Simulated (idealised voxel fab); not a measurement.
process module | voxel trench capacitor
cross-section cut | 240 nm wide | cells 5 nm
A cross-section is a grid of square cells, given in bands from the top down. A band is one or more rows of cells.
Each band's line starts with the height of the band's top and of its bottom, in nm. Then come its materials from left to right, each with its width in nm. One material with "throughout" fills the band from edge to edge. "air" is empty space.
Height 0 is the level under which the wafer as received is all one material. The lowest band goes on downwards, as in "0 down".
A width such as "30 to 40" changes by the same amount from each row of cells to the next, from the band's top row to its bottom row.
"no change" after a step means that no cell of the cross-section changed.
closed voids: empty space of 8 cells or more with no open way to the top, each as width x height at its distance from the left edge, in nm
after a step's settings: what the simulator itself notes on the step
overlay nm, on a step with a mask: how far to the right of its planned place the mask lay; to the left if negative
plan
1 op RECEIVE | material Si
2 op CONFORMAL_DEP | material SiN | thk nm 5
3 op PATTERN | tone open | mask id TRENCH | material resist | width nm 25 | pitch nm 40 | thk nm 15 | overlay nm 0
4 op DIRECTIONAL_ETCH | etch materials SiN | depth nm 5
5 op DIRECTIONAL_ETCH | etch materials Si | depth nm 40
6 op STRIP | etch materials resist
7 op CONFORMAL_DEP | material Al2O3 | thk nm 5
8 op CONFORMAL_DEP | material TiN | thk nm 5
9 op FILL_DEP | material W | thk nm 5
10 op CMP | height nm 5
as received, after step 1
  0 down: Si throughout
  closed voids: none
a wafer at the end: this start, this plan, one mistake
  5 to 0: W 35 | TiN 5 | Al2O3 5 | SiN 25 | Al2O3 5 | TiN 5 | Al2O3 5 | SiN 25 | Al2O3 5 | TiN 5 | Al2O3 5 | SiN 25 | Al2O3 5 | TiN 5 | Al2O3 5 | SiN 25 | Al2O3 5 | TiN 5 | W 40
  0 to -30: W 35 | TiN 5 | Al2O3 5 | Si 25 | Al2O3 5 | TiN 5 | Al2O3 5 | Si 25 | Al2O3 5 | TiN 5 | Al2O3 5 | Si 25 | Al2O3 5 | TiN 5 | Al2O3 5 | Si 25 | Al2O3 5 | TiN 5 | W 40
  -30 to -35: TiN 40 | Al2O3 5 | Si 25 | Al2O3 5 | TiN 5 | Al2O3 5 | Si 25 | Al2O3 5 | TiN 5 | Al2O3 5 | Si 25 | Al2O3 5 | TiN 5 | Al2O3 5 | Si 25 | Al2O3 5 | TiN 45
  -35 to -40: Al2O3 45 | Si 25 | Al2O3 15 | Si 25 | Al2O3 15 | Si 25 | Al2O3 15 | Si 25 | Al2O3 50
  -40 down: Si throughout
  closed voids: none
what went wrong: step 3 ran as: op PATTERN | tone cover | mask id TRENCH | material resist | width nm 25 | pitch nm 40 | thk nm 15 | overlay nm 0
